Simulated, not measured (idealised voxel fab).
Module name: voxel ribs on slabs (process module)
Square cells of 5 nm make up the cross-section cut, whose width is 255 nm.
Square cells in a grid make up a cross-section in this document, and the grid is given as bands, listed from the top down, each one or more rows of cells. Per band: top height and bottom height in nm, followed by the left-to-right materials and their widths in nm; "full width" marks a single material spanning edge to edge, "air" marks empty space. Heights are reckoned from 0. Under this level, the received wafer is all of one material. The bottommost band is open-ended downward, for example "0 and below". Think of "30..40" as a width that walks from the first number to the second as you go down the band, top row to bottom row, taking equal-sized steps from row to row. Key: "changes: none" - step with no changed cell in the cross-section. "Enclosed void catalog" contains a list of empty spaces, each no smaller than 8 cells and without an open way to the top, written in the form width x height at distance with the distance from the left edge and all three in nm. Read whatever lies past the settings on a step's line as the simulator's own remark about the step. A step's line can hold "overlay nm"; with a mask on that step, the setting says how far right of the planned place the mask lay, while a negative setting says it lay to the left.
Here's what the planned process steps look like:
step 1: RECEIVE,material Si
step 2: DIRECTIONAL_DEP,material SiO2,thk nm 20
step 3: DIRECTIONAL_DEP,material SiN,thk nm 20
step 4: DIRECTIONAL_DEP,material aC,thk nm 10
step 5: PATTERN,tone cover,mask id RIB,material resist,width nm 15,thk nm 25,overlay nm 0
step 6: DIRECTIONAL_ETCH,etch materials aC,depth nm 10
step 7: STRIP,etch materials resist
step 8: DIRECTIONAL_ETCH,etch materials SiN,depth nm 10
step 9: STRIP,etch materials aC
step 10: PATTERN,tone cover,mask id SLAB,material resist,width nm 75,thk nm 20,overlay nm 0
step 11: DIRECTIONAL_ETCH,etch materials SiN,depth nm 10
step 12: STRIP,etch materials resist
step 13: FILL_DEP,material SiO2,thk nm 20
step 14: CMP,height nm 50
step 15: DIRECTIONAL_DEP,material W,thk nm 10
step 16: MASKED_ETCH,tone cover,mask id HEATER,width nm 25,etch materials W,depth nm 10,overlay nm 0
step 17: CONFORMAL_DEP,material SiO2,thk nm 5
The first of a set of two wafers, run to plan:
Here's what the wafer looked like in cross-section when it arrived - that's after step 1:
	0 and below  Si full width
	Enclosed void catalog: none
How the wafer stands in section after step 2:
	20 down to 0  SiO2 full width
	All layers under 0 are left as they were.
How the wafer stands in section after step 3:
	40 down to 20  SiN full width
	All layers under 20 are left as they were.
How the wafer stands in section after step 4:
	50 down to 40  aC full width
	All layers under 40 are left as they were.
How the wafer stands in section after step 5:
	75 down to 50  120 nm air, 15 nm resist, 120 nm air
	All layers under 50 are left as they were.
How the wafer stands in section after step 6:
	65 down to 50  120 nm air, 15 nm resist, 120 nm air
	50 down to 40  120 nm air, 15 nm aC, 120 nm air
	All layers under 40 are left as they were.
How the wafer stands in section after step 7:
	50 down to 40  120 nm air, 15 nm aC, 120 nm air
	All layers under 40 are left as they were.
How the wafer stands in section after step 8:
	50 down to 40  120 nm air, 15 nm aC, 120 nm air
	40 down to 30  120 nm air, 15 nm SiN, 120 nm air
	All layers under 30 are left as they were.
How the wafer stands in section after step 9:
	40 down to 30  120 nm air, 15 nm SiN, 120 nm air
	All layers under 30 are left as they were.
How the wafer stands in section after step 10:
	60 down to 40  90 nm air, 75 nm resist, 90 nm air
	40 down to 30  90 nm air, 30 nm resist, 15 nm SiN, 30 nm resist, 90 nm air
	All layers under 30 are left as they were.
How the wafer stands in section after step 11:
	60 down to 40  90 nm air, 75 nm resist, 90 nm air
	40 down to 30  90 nm air, 30 nm resist, 15 nm SiN, 30 nm resist, 90 nm air
	30 down to 20  90 nm air, 75 nm SiN, 90 nm air
	All layers under 20 are left as they were.
How the wafer stands in section after step 12:
	40 down to 30  120 nm air, 15 nm SiN, 120 nm air
	All layers under 30 are left as they were.
How the wafer stands in section after step 13:
	60 down to 40  SiO2 full width
	40 down to 30  120 nm SiO2, 15 nm SiN, 120 nm SiO2
	30 down to 20  90 nm SiO2, 75 nm SiN, 90 nm SiO2
	All layers under 20 are left as they were.
How the wafer stands in section after step 14:
	50 down to 40  SiO2 full width
	All layers under 40 are left as they were.
How the wafer stands in section after step 15:
	60 down to 50  W full width
	All layers under 50 are left as they were.
How the wafer stands in section after step 16:
	60 down to 50  115 nm air, 25 nm W, 115 nm air
	All layers under 50 are left as they were.
How the wafer stands in section after step 17:
	65 down to 60  110 nm air, 35 nm SiO2, 110 nm air
	60 down to 55  110 nm air, 5 nm SiO2, 25 nm W, 5 nm SiO2, 110 nm air
	55 down to 50  115 nm SiO2, 25 nm W, 115 nm SiO2
	All layers under 50 are left as they were.
What follows concerns the second wafer, which started out like the first and was meant to follow the very same plan; one mistake crept in when it was run, but everything up to and including step 2 is the same as for the first wafer:
Cross-sectional representation of the second wafer at the time designated in the plan for the completion of step 3:
	40 down to 0  SiO2 full width
	All layers under 0 are left as they were.
Cross-sectional representation of the second wafer at the time designated in the plan for the completion of step 4:
	50 down to 40  aC full width
	All layers under 40 are left as they were.
Cross-sectional representation of the second wafer at the time designated in the plan for the completion of step 5:
	75 down to 50  120 nm air, 15 nm resist, 120 nm air
	All layers under 50 are left as they were.
Cross-sectional representation of the second wafer at the time designated in the plan for the completion of step 6:
	65 down to 50  120 nm air, 15 nm resist, 120 nm air
	50 down to 40  120 nm air, 15 nm aC, 120 nm air
	All layers under 40 are left as they were.
Cross-sectional representation of the second wafer at the time designated in the plan for the completion of step 7:
	50 down to 40  120 nm air, 15 nm aC, 120 nm air
	All layers under 40 are left as they were.
Cross-sectional representation of the second wafer at the time designated in the plan for the completion of step 8: changes: none
Cross-sectional representation of the second wafer at the time designated in the plan for the completion of step 9:
	40 down to 0  SiO2 full width
	All layers under 0 are left as they were.
Cross-sectional representation of the second wafer at the time designated in the plan for the completion of step 10:
	60 down to 40  90 nm air, 75 nm resist, 90 nm air
	All layers under 40 are left as they were.
Cross-sectional representation of the second wafer at the time designated in the plan for the completion of step 11: changes: none
Cross-sectional representation of the second wafer at the time designated in the plan for the completion of step 12:
	40 down to 0  SiO2 full width
	All layers under 0 are left as they were.
Cross-sectional representation of the second wafer at the time designated in the plan for the completion of step 13:
	60 down to 0  SiO2 full width
	All layers under 0 are left as they were.
Cross-sectional representation of the second wafer at the time designated in the plan for the completion of step 14:
	50 down to 0  SiO2 full width
	All layers under 0 are left as they were.
Cross-sectional representation of the second wafer at the time designated in the plan for the completion of step 15:
	60 down to 50  W full width
	All layers under 50 are left as they were.
Cross-sectional representation of the second wafer at the time designated in the plan for the completion of step 16:
	60 down to 50  115 nm air, 25 nm W, 115 nm air
	All layers under 50 are left as they were.
Cross-sectional representation of the second wafer at the time designated in the plan for the completion of step 17:
	65 down to 60  110 nm air, 35 nm SiO2, 110 nm air
	60 down to 55  110 nm air, 5 nm SiO2, 25 nm W, 5 nm SiO2, 110 nm air
	55 down to 50  115 nm SiO2, 25 nm W, 115 nm SiO2
	All layers under 50 are left as they were.
The mistake made against the process plan was this: it should be noted that step 3 was executed with settings other than those planned, the operation and settings actually applied being DIRECTIONAL_DEP,material SiO2,thk nm 20
Bottom line after processing is that, in cells, the second wafer is up or down on some materials versus the first: SiN -36 | SiO2 +36
